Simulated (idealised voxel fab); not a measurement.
Title: Process Module voxel air gaps
The figure presents cross-section cut, which has a width of 280 nm and is divided into square cells with an edge length of 5 nm.
Notation: cross-section as square-cell grid; stated in bands, top first, going down; one or more cell rows per band.
This entry defines a band. It first specifies the height of the band's top and the height of its bottom in nm, and then specifies the band's materials from left to right, stating each material with its width in nm. The word "everywhere" identifies a single material that fills the band from edge to edge, while the word "blank" identifies empty space.
Beneath 0, the wafer as received is one material, and that level is where height counting begins. The lowest band goes on downward without a bottom; it is written like "from 0 down".
Note: "30..40" means the width goes from the first number (top row of the band) to the second number (bottom row) in equal steps per row of cells.
Where a step carries "remained unchanged", the cross-section came out of it unchanged, cell for cell.
Fully closed voids: empty space of 8 cells or more with no open way to the top, each as width x height at its distance from the left edge, in nm
What comes after the settings on a step's line is commentary from the simulator itself on that step.
Steps that use a mask can have "overlay nm" on their line. It says how far the mask sat to the right of where it was meant to be. Negative means to the left.
### These are the steps we planned for the process
- 1: RECEIVE | material Si
- 2: CONFORMAL_DEP | material SiO2 | thk nm 10
- 3: CONFORMAL_DEP | material SiCN | thk nm 5
- 4: DIRECTIONAL_DEP | material lowk | thk nm 40
- 5: DIRECTIONAL_DEP | material aC | thk nm 15
- 6: PATTERN | tone open | mask id LINES | material resist | width nm 25 | pitch nm 50 | thk nm 30 | overlay nm 0
- 7: DIRECTIONAL_ETCH | etch materials aC | depth nm 15
- 8: STRIP | etch materials resist
- 9: DIRECTIONAL_ETCH | etch materials lowk | depth nm 40
- 10: STRIP | etch materials aC
- 11: CONFORMAL_DEP | material TiN | thk nm 5
- 12: FILL_DEP | material Ru | thk nm 10
- 13: CMP | height nm 55
- 14: EPI | material Ru | thk nm 10
- 15: SELECTIVE_ETCH | etch materials lowk | depth nm 50
- 16: CONFORMAL_DEP | material SiCN | thk nm 5
### Shown in cross-section is the wafer as received, that is, as it stands after step 1
  from 0 down  Si everywhere
  Fully closed voids: none
### The first of two wafers, cross-sectioned at the end of the module, with the run proceeding as planned
  from 70 to 65  blank 60  SiCN 155  blank 65
  from 65 to 55  blank 60  SiCN 5  Ru 45  SiCN 5  Ru 45  SiCN 5  Ru 45  SiCN 5  blank 65
  from 55 to 50  blank 60  SiCN 15  TiN 5  Ru 15  TiN 5  SiCN 25  TiN 5  Ru 15  TiN 5  SiCN 25  TiN 5  Ru 15  TiN 5  SiCN 15  blank 65
  from 50 to 20  blank 70  SiCN 5  TiN 5  Ru 15  TiN 5  SiCN 5  blank 15  SiCN 5  TiN 5  Ru 15  TiN 5  SiCN 5  blank 15  SiCN 5  TiN 5  Ru 15  TiN 5  SiCN 5  blank 75
  from 20 to 15  SiCN 75  TiN 25  SiCN 25  TiN 25  SiCN 25  TiN 25  SiCN 80
  from 15 to 10  SiCN everywhere
  from 10 to 0  SiO2 everywhere
  from 0 down  Si everywhere
  Fully closed voids: 15 x 30 at 105; 15 x 30 at 155
### Wafer two, end of module, cross-section. Same start, same plan as wafer one. One mistake in the run
  from 70 to 65  blank 60  SiCN 155  blank 65
  from 65 to 55  blank 60  SiCN 5  Ru 45  SiCN 5  Ru 45  SiCN 5  Ru 45  SiCN 5  blank 65
  from 55 to 20  blank 60  SiCN 5  Ru 10  TiN 5  Ru 15  TiN 5  Ru 10  SiCN 5  Ru 10  TiN 5  Ru 15  TiN 5  Ru 10  SiCN 5  Ru 10  TiN 5  Ru 15  TiN 5  Ru 10  SiCN 5  blank 65
  from 20 to 15  SiCN 65  Ru 10  TiN 25  Ru 10  SiCN 5  Ru 10  TiN 25  Ru 10  SiCN 5  Ru 10  TiN 25  Ru 10  SiCN 70
  from 15 to 10  SiCN everywhere
  from 10 to 0  SiO2 everywhere
  from 0 down  Si everywhere
  Fully closed voids: none
Where did the run depart from the plan? step 15 occupied the plan position of step 14, and the converse holds as well
Final comparison by cell count, materials where the second wafer has more or fewer than the first: Ru: 96 more; SiCN: 36 fewer
Closed void count at end of process - first wafer: 2; second wafer: 0.
